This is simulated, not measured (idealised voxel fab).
This section sets out a process module, namely voxel transistor to metal.
We display cut, a cross-section 200 nm in width whose square cells are each 5 nm.
Bands, listed from the top down, are how a cross-section gets written in this document; the cross-section itself is a grid of square cells, and a band is one or more rows of them. Basically the band line says how high the top is and how high the bottom is, in nm, and then what's in it from left to right, every material with its width in nm. Empty space shows up as "air", and if a single material carries "full width" it runs the full band edge to edge. Height 0 is the level under which the wafer as received is all one material. The lowest band goes on downwards, as in "from 0 down". A two-number width, for instance "30..40", indicates that the width is equal to the first number in the top row of the band and to the second number in the bottom row, and that it changes by a constant amount per row of cells. Any step labelled "same as before" changed none of the cells in the cross-section. The list in "Enclosed void list" covers empty spaces of 8 cells or more that cannot reach the top through any open way, and it gives each as width x height at distance; the distance is from the left edge, and width, height and distance are in nm. If you see something after the settings on a step's line, that's the simulator's own remark about that step. The setting "overlay nm" may be written on the line of a step. When the step uses a mask, the value reports how far to the right of the planned place the mask lay, and a negative value reports that it lay to the left.

These are the steps we planned for the process:
step 1: RECEIVE with material Si
step 2: CONFORMAL_DEP with material SiO2, thk nm 5
step 3: CONFORMAL_DEP with material SiN, thk nm 15
step 4: MASKED_ETCH with tone cover, mask id ACTIVE, width nm 115, etch materials SiN, depth nm 15, overlay nm 0
step 5: MASKED_ETCH with tone cover, mask id ACTIVE, width nm 115, etch materials SiO2, depth nm 5, overlay nm 0
step 6: MASKED_ETCH with tone cover, mask id ACTIVE, width nm 115, etch materials Si, depth nm 20, overlay nm 0
step 7: FILL_DEP with material SiO2, thk nm 15
step 8: CMP with height nm 20
step 9: SELECTIVE_ETCH with etch materials SiO2, depth nm 10
step 10: STRIP with etch materials SiN
step 11: SELECTIVE_ETCH with etch materials SiO2, depth nm 5
step 12: OXIDIZE with depth nm 5
step 13: DIRECTIONAL_DEP with material polySi, thk nm 25
step 14: DIRECTIONAL_DEP with material SiCN, thk nm 10
step 15: MASKED_ETCH with tone cover, mask id GATE, width nm 25, etch materials SiCN, depth nm 20, overlay nm 0
step 16: MASKED_ETCH with tone cover, mask id GATE, width nm 25, etch materials polySi, depth nm 35, overlay nm 0
step 17: CONFORMAL_DEP with material SiN, thk nm 10
step 18: DIRECTIONAL_ETCH with etch materials SiN, depth nm 10
step 19: DIRECTIONAL_ETCH with etch materials SiO2, depth nm 5
step 20: EPI with material SiGe, thk nm 5
step 21: FILL_DEP with material SiO2, thk nm 5
step 22: CMP with height nm 35
step 23: DIRECTIONAL_DEP with material SiO2, thk nm 10
step 24: PATTERN with tone open, mask id CONTACT, material resist, width nm 20, pitch nm 85, thk nm 15, overlay nm 0
step 25: DIRECTIONAL_ETCH with etch materials SiO2, depth nm 45
step 26: STRIP with etch materials resist
step 27: CONFORMAL_DEP with material TiN, thk nm 5
step 28: FILL_DEP with material W, thk nm 10
step 29: CMP with height nm 45
step 30: DIRECTIONAL_DEP with material TiN, thk nm 5
step 31: DIRECTIONAL_DEP with material Ru, thk nm 20
step 32: DIRECTIONAL_DEP with material aC, thk nm 10
step 33: PATTERN with tone cover, mask id METAL_1, material resist, width nm 20, pitch nm 85, thk nm 25, overlay nm 0
step 34: DIRECTIONAL_ETCH with etch materials aC, depth nm 10
step 35: STRIP with etch materials resist
step 36: DIRECTIONAL_ETCH with etch materials Ru, depth nm 20
step 37: DIRECTIONAL_ETCH with etch materials TiN, depth nm 5
step 38: STRIP with etch materials aC
step 39: CONFORMAL_DEP with material SiN, thk nm 5
step 40: FILL_DEP with material SiO2, thk nm 5
step 41: CMP with height nm 70
step 42: CONFORMAL_DEP with material SiCN, thk nm 5

First wafer, two in total, run as planned:

Cross-section of the wafer upon arrival, representing the state reached after step 1:
* from 0 down  Si full width
* Enclosed void list: none

Cross-sectional representation of the wafer at the conclusion of step 2:
* from 5 to 0  SiO2 full width
* Rest of section, below 0: as before.

Cross-sectional representation of the wafer at the conclusion of step 3:
* from 20 to 5  SiN full width
* Rest of section, below 5: as before.

Cross-sectional representation of the wafer at the conclusion of step 4:
* from 20 to 5  40 air, 115 SiN, 45 air
* Rest of section, below 5: as before.

Cross-sectional representation of the wafer at the conclusion of step 5:
* from 20 to 5  40 air, 115 SiN, 45 air
* from 5 to 0  40 air, 115 SiO2, 45 air
* Rest of section, below 0: as before.

Cross-sectional representation of the wafer at the conclusion of step 6:
* from 20 to 5  40 air, 115 SiN, 45 air
* from 5 to 0  40 air, 115 SiO2, 45 air
* from 0 to -20  40 air, 115 Si, 45 air
* Rest of section, below -20: as before.

Cross-sectional representation of the wafer at the conclusion of step 7:
* from 35 to 20  SiO2 full width
* from 20 to 5  40 SiO2, 115 SiN, 45 SiO2
* from 5 to 0  SiO2 full width
* from 0 to -20  40 SiO2, 115 Si, 45 SiO2
* Rest of section, below -20: as before.

Cross-sectional representation of the wafer at the conclusion of step 8:
* from 20 to 5  40 SiO2, 115 SiN, 45 SiO2
* Rest of section, below 5: as before.

Cross-sectional representation of the wafer at the conclusion of step 9:
* from 20 to 10  40 air, 115 SiN, 45 air
* Rest of section, below 10: as before.

Cross-sectional representation of the wafer at the conclusion of step 10:
* from 10 to 5  40 SiO2, 115 air, 45 SiO2
* Rest of section, below 5: as before.

Cross-sectional representation of the wafer at the conclusion of step 11:
* from 5 to 0  35 SiO2, 125 air, 40 SiO2
* Rest of section, below 0: as before.

Cross-sectional representation of the wafer at the conclusion of step 12:
* from 5 to 0  35 SiO2, 125 air, 40 SiO2
* from 0 to -5  SiO2 full width
* Rest of section, below -5: as before.

Cross-sectional representation of the wafer at the conclusion of step 13:
* from 30 to 25  35 polySi, 125 air, 40 polySi
* from 25 to 5  polySi full width
* from 5 to 0  35 SiO2, 125 polySi, 40 SiO2
* Rest of section, below 0: as before.

Cross-sectional representation of the wafer at the conclusion of step 14:
* from 40 to 35  35 SiCN, 125 air, 40 SiCN
* from 35 to 30  SiCN full width
* from 30 to 25  35 polySi, 125 SiCN, 40 polySi
* Rest of section, below 25: as before.

Cross-sectional representation of the wafer at the conclusion of step 15:
* from 35 to 30  85 air, 25 SiCN, 90 air
* from 30 to 25  35 polySi, 50 air, 25 SiCN, 50 air, 40 polySi
* Rest of section, below 25: as before.

Cross-sectional representation of the wafer at the conclusion of step 16:
* from 35 to 25  85 air, 25 SiCN, 90 air
* from 25 to 5  85 air, 25 polySi, 90 air
* from 5 to 0  35 SiO2, 50 air, 25 polySi, 50 air, 40 SiO2
* Rest of section, below 0: as before.

Cross-sectional representation of the wafer at the conclusion of step 17:
* from 45 to 35  75 air, 45 SiN, 80 air
* from 35 to 25  75 air, 10 SiN, 25 SiCN, 10 SiN, 80 air
* from 25 to 15  75 air, 10 SiN, 25 polySi, 10 SiN, 80 air
* from 15 to 10  45 SiN, 30 air, 10 SiN, 25 polySi, 10 SiN, 30 air, 50 SiN
* from 10 to 5  85 SiN, 25 polySi, 90 SiN
* from 5 to 0  35 SiO2, 50 SiN, 25 polySi, 50 SiN, 40 SiO2
* Rest of section, below 0: as before.

Cross-sectional representation of the wafer at the conclusion of step 18:
* from 35 to 25  75 air, 10 SiN, 25 SiCN, 10 SiN, 80 air
* from 25 to 5  75 air, 10 SiN, 25 polySi, 10 SiN, 80 air
* from 5 to 0  35 SiO2, 10 SiN, 30 air, 10 SiN, 25 polySi, 10 SiN, 30 air, 10 SiN, 40 SiO2
* Rest of section, below 0: as before.

Cross-sectional representation of the wafer at the conclusion of step 19:
* from 35 to 25  75 air, 10 SiN, 25 SiCN, 10 SiN, 80 air
* from 25 to 5  75 air, 10 SiN, 25 polySi, 10 SiN, 80 air
* from 5 to 0  35 air, 10 SiN, 30 air, 10 SiN, 25 polySi, 10 SiN, 30 air, 10 SiN, 40 air
* from 0 to -5  45 SiO2, 30 air, 45 SiO2, 30 air, 50 SiO2
* Rest of section, below -5: as before.

Cross-sectional representation of the wafer at the conclusion of step 20:
* from 35 to 25  75 air, 10 SiN, 25 SiCN, 10 SiN, 80 air
* from 25 to 5  75 air, 10 SiN, 25 polySi, 10 SiN, 80 air
* from 5 to 0  35 air, 10 SiN, 30 air, 10 SiN, 25 polySi, 10 SiN, 30 air, 10 SiN, 40 air
* from 0 to -5  45 SiO2, 30 SiGe, 45 SiO2, 30 SiGe, 50 SiO2
* Rest of section, below -5: as before.

Cross-sectional representation of the wafer at the conclusion of step 21:
* from 40 to 35  SiO2 full width
* from 35 to 25  75 SiO2, 10 SiN, 25 SiCN, 10 SiN, 80 SiO2
* from 25 to 5  75 SiO2, 10 SiN, 25 polySi, 10 SiN, 80 SiO2
* from 5 to 0  35 SiO2, 10 SiN, 30 SiO2, 10 SiN, 25 polySi, 10 SiN, 30 SiO2, 10 SiN, 40 SiO2
* Rest of section, below 0: as before.

Cross-sectional representation of the wafer at the conclusion of step 22:
* from 35 to 25  75 SiO2, 10 SiN, 25 SiCN, 10 SiN, 80 SiO2
* Rest of section, below 25: as before.

Cross-sectional representation of the wafer at the conclusion of step 23:
* from 45 to 35  SiO2 full width
* Rest of section, below 35: as before.

Cross-sectional representation of the wafer at the conclusion of step 24:
* from 60 to 45  45 resist, 20 air, 65 resist, 20 air, 50 resist
* Rest of section, below 45: as before.

Cross-sectional representation of the wafer at the conclusion of step 25:
* from 60 to 45  45 resist, 20 air, 65 resist, 20 air, 50 resist
* from 45 to 35  45 SiO2, 20 air, 65 SiO2, 20 air, 50 SiO2
* from 35 to 25  45 SiO2, 20 air, 10 SiO2, 10 SiN, 25 SiCN, 10 SiN, 10 SiO2, 20 air, 50 SiO2
* from 25 to 5  45 SiO2, 20 air, 10 SiO2, 10 SiN, 25 polySi, 10 SiN, 10 SiO2, 20 air, 50 SiO2
* from 5 to 0  35 SiO2, 10 SiN, 20 air, 10 SiO2, 10 SiN, 25 polySi, 10 SiN, 10 SiO2, 20 air, 10 SiN, 40 SiO2
* Rest of section, below 0: as before.

Cross-sectional representation of the wafer at the conclusion of step 26:
* from 45 to 35  45 SiO2, 20 air, 65 SiO2, 20 air, 50 SiO2
* Rest of section, below 35: as before.

Cross-sectional representation of the wafer at the conclusion of step 27:
* from 50 to 45  50 TiN, 10 air, 75 TiN, 10 air, 55 TiN
* from 45 to 35  45 SiO2, 5 TiN, 10 air, 5 TiN, 65 SiO2, 5 TiN, 10 air, 5 TiN, 50 SiO2
* from 35 to 25  45 SiO2, 5 TiN, 10 air, 5 TiN, 10 SiO2, 10 SiN, 25 SiCN, 10 SiN, 10 SiO2, 5 TiN, 10 air, 5 TiN, 50 SiO2
* from 25 to 5  45 SiO2, 5 TiN, 10 air, 5 TiN, 10 SiO2, 10 SiN, 25 polySi, 10 SiN, 10 SiO2, 5 TiN, 10 air, 5 TiN, 50 SiO2
* from 5 to 0  35 SiO2, 10 SiN, 20 TiN, 10 SiO2, 10 SiN, 25 polySi, 10 SiN, 10 SiO2, 20 TiN, 10 SiN, 40 SiO2
* Rest of section, below 0: as before.

Cross-sectional representation of the wafer at the conclusion of step 28:
* from 60 to 50  W full width
* from 50 to 45  50 TiN, 10 W, 75 TiN, 10 W, 55 TiN
* from 45 to 35  45 SiO2, 5 TiN, 10 W, 5 TiN, 65 SiO2, 5 TiN, 10 W, 5 TiN, 50 SiO2
* from 35 to 25  45 SiO2, 5 TiN, 10 W, 5 TiN, 10 SiO2, 10 SiN, 25 SiCN, 10 SiN, 10 SiO2, 5 TiN, 10 W, 5 TiN, 50 SiO2
* from 25 to 5  45 SiO2, 5 TiN, 10 W, 5 TiN, 10 SiO2, 10 SiN, 25 polySi, 10 SiN, 10 SiO2, 5 TiN, 10 W, 5 TiN, 50 SiO2
* Rest of section, below 5: as before.

Cross-sectional representation of the wafer at the conclusion of step 29:
* from 45 to 35  45 SiO2, 5 TiN, 10 W, 5 TiN, 65 SiO2, 5 TiN, 10 W, 5 TiN, 50 SiO2
* Rest of section, below 35: as before.

Cross-sectional representation of the wafer at the conclusion of step 30:
* from 50 to 45  TiN full width
* Rest of section, below 45: as before.

Cross-sectional representation of the wafer at the conclusion of step 31:
* from 70 to 50  Ru full width
* Rest of section, below 50: as before.

Cross-sectional representation of the wafer at the conclusion of step 32:
* from 80 to 70  aC full width
* Rest of section, below 70: as before.

Cross-sectional representation of the wafer at the conclusion of step 33:
* from 105 to 80  45 air, 20 resist, 65 air, 20 resist, 50 air
* Rest of section, below 80: as before.

Cross-sectional representation of the wafer at the conclusion of step 34:
* from 95 to 80  45 air, 20 resist, 65 air, 20 resist, 50 air
* from 80 to 70  45 air, 20 aC, 65 air, 20 aC, 50 air
* Rest of section, below 70: as before.

Cross-sectional representation of the wafer at the conclusion of step 35:
* from 80 to 70  45 air, 20 aC, 65 air, 20 aC, 50 air
* Rest of section, below 70: as before.

Cross-sectional representation of the wafer at the conclusion of step 36:
* from 80 to 70  45 air, 20 aC, 65 air, 20 aC, 50 air
* from 70 to 50  45 air, 20 Ru, 65 air, 20 Ru, 50 air
* Rest of section, below 50: as before.

Cross-sectional representation of the wafer at the conclusion of step 37:
* from 80 to 70  45 air, 20 aC, 65 air, 20 aC, 50 air
* from 70 to 50  45 air, 20 Ru, 65 air, 20 Ru, 50 air
* from 50 to 45  45 air, 20 TiN, 65 air, 20 TiN, 50 air
* Rest of section, below 45: as before.

Cross-sectional representation of the wafer at the conclusion of step 38:
* from 70 to 50  45 air, 20 Ru, 65 air, 20 Ru, 50 air
* Rest of section, below 50: as before.

Cross-sectional representation of the wafer at the conclusion of step 39:
* from 75 to 70  40 air, 30 SiN, 55 air, 30 SiN, 45 air
* from 70 to 50  40 air, 5 SiN, 20 Ru, 5 SiN, 55 air, 5 SiN, 20 Ru, 5 SiN, 45 air
* from 50 to 45  45 SiN, 20 TiN, 65 SiN, 20 TiN, 50 SiN
* Rest of section, below 45: as before.

Cross-sectional representation of the wafer at the conclusion of step 40:
* from 80 to 75  SiO2 full width
* from 75 to 70  40 SiO2, 30 SiN, 55 SiO2, 30 SiN, 45 SiO2
* from 70 to 50  40 SiO2, 5 SiN, 20 Ru, 5 SiN, 55 SiO2, 5 SiN, 20 Ru, 5 SiN, 45 SiO2
* Rest of section, below 50: as before.

Cross-sectional representation of the wafer at the conclusion of step 41:
* from 70 to 50  40 SiO2, 5 SiN, 20 Ru, 5 SiN, 55 SiO2, 5 SiN, 20 Ru, 5 SiN, 45 SiO2
* Rest of section, below 50: as before.

Cross-sectional representation of the wafer at the conclusion of step 42:
* from 75 to 70  SiCN full width
* Rest of section, below 70: as before.

Second of two: same start, same plan, one run error; steps up to and including 32 match the first:

Cross-section, second wafer, at the end time the plan gives for step 33:
* from 105 to 80  55 air, 20 resist, 65 air, 20 resist, 40 air
* Rest of section, below 80: as before.

Cross-section, second wafer, at the end time the plan gives for step 34:
* from 95 to 80  55 air, 20 resist, 65 air, 20 resist, 40 air
* from 80 to 70  55 air, 20 aC, 65 air, 20 aC, 40 air
* Rest of section, below 70: as before.

Cross-section, second wafer, at the end time the plan gives for step 35:
* from 80 to 70  55 air, 20 aC, 65 air, 20 aC, 40 air
* Rest of section, below 70: as before.

Cross-section, second wafer, at the end time the plan gives for step 36:
* from 80 to 70  55 air, 20 aC, 65 air, 20 aC, 40 air
* from 70 to 50  55 air, 20 Ru, 65 air, 20 Ru, 40 air
* Rest of section, below 50: as before.

Cross-section, second wafer, at the end time the plan gives for step 37:
* from 80 to 70  55 air, 20 aC, 65 air, 20 aC, 40 air
* from 70 to 50  55 air, 20 Ru, 65 air, 20 Ru, 40 air
* from 50 to 45  55 air, 20 TiN, 65 air, 20 TiN, 40 air
* Rest of section, below 45: as before.

Cross-section, second wafer, at the end time the plan gives for step 38:
* from 70 to 50  55 air, 20 Ru, 65 air, 20 Ru, 40 air
* Rest of section, below 50: as before.

Cross-section, second wafer, at the end time the plan gives for step 39:
* from 75 to 70  50 air, 30 SiN, 55 air, 30 SiN, 35 air
* from 70 to 50  50 air, 5 SiN, 20 Ru, 5 SiN, 55 air, 5 SiN, 20 Ru, 5 SiN, 35 air
* from 50 to 45  55 SiN, 20 TiN, 65 SiN, 20 TiN, 40 SiN
* Rest of section, below 45: as before.

Cross-section, second wafer, at the end time the plan gives for step 40:
* from 80 to 75  SiO2 full width
* from 75 to 70  50 SiO2, 30 SiN, 55 SiO2, 30 SiN, 35 SiO2
* from 70 to 50  50 SiO2, 5 SiN, 20 Ru, 5 SiN, 55 SiO2, 5 SiN, 20 Ru, 5 SiN, 35 SiO2
* Rest of section, below 50: as before.

Cross-section, second wafer, at the end time the plan gives for step 41:
* from 70 to 50  50 SiO2, 5 SiN, 20 Ru, 5 SiN, 55 SiO2, 5 SiN, 20 Ru, 5 SiN, 35 SiO2
* Rest of section, below 50: as before.

Cross-section, second wafer, at the end time the plan gives for step 42:
* from 75 to 70  SiCN full width
* Rest of section, below 70: as before.
It is concluded that the wafer was processed incorrectly with respect to the plan, in that the process deviated at step 33: the operation and settings actually run there were PATTERN with tone cover, mask id METAL_1, material resist, width nm 20, pitch nm 85, thk nm 25, overlay nm 10
Upon completion, the cell count for each material on the second wafer equals that on the first, whereas the spatial distribution of those cells differs.
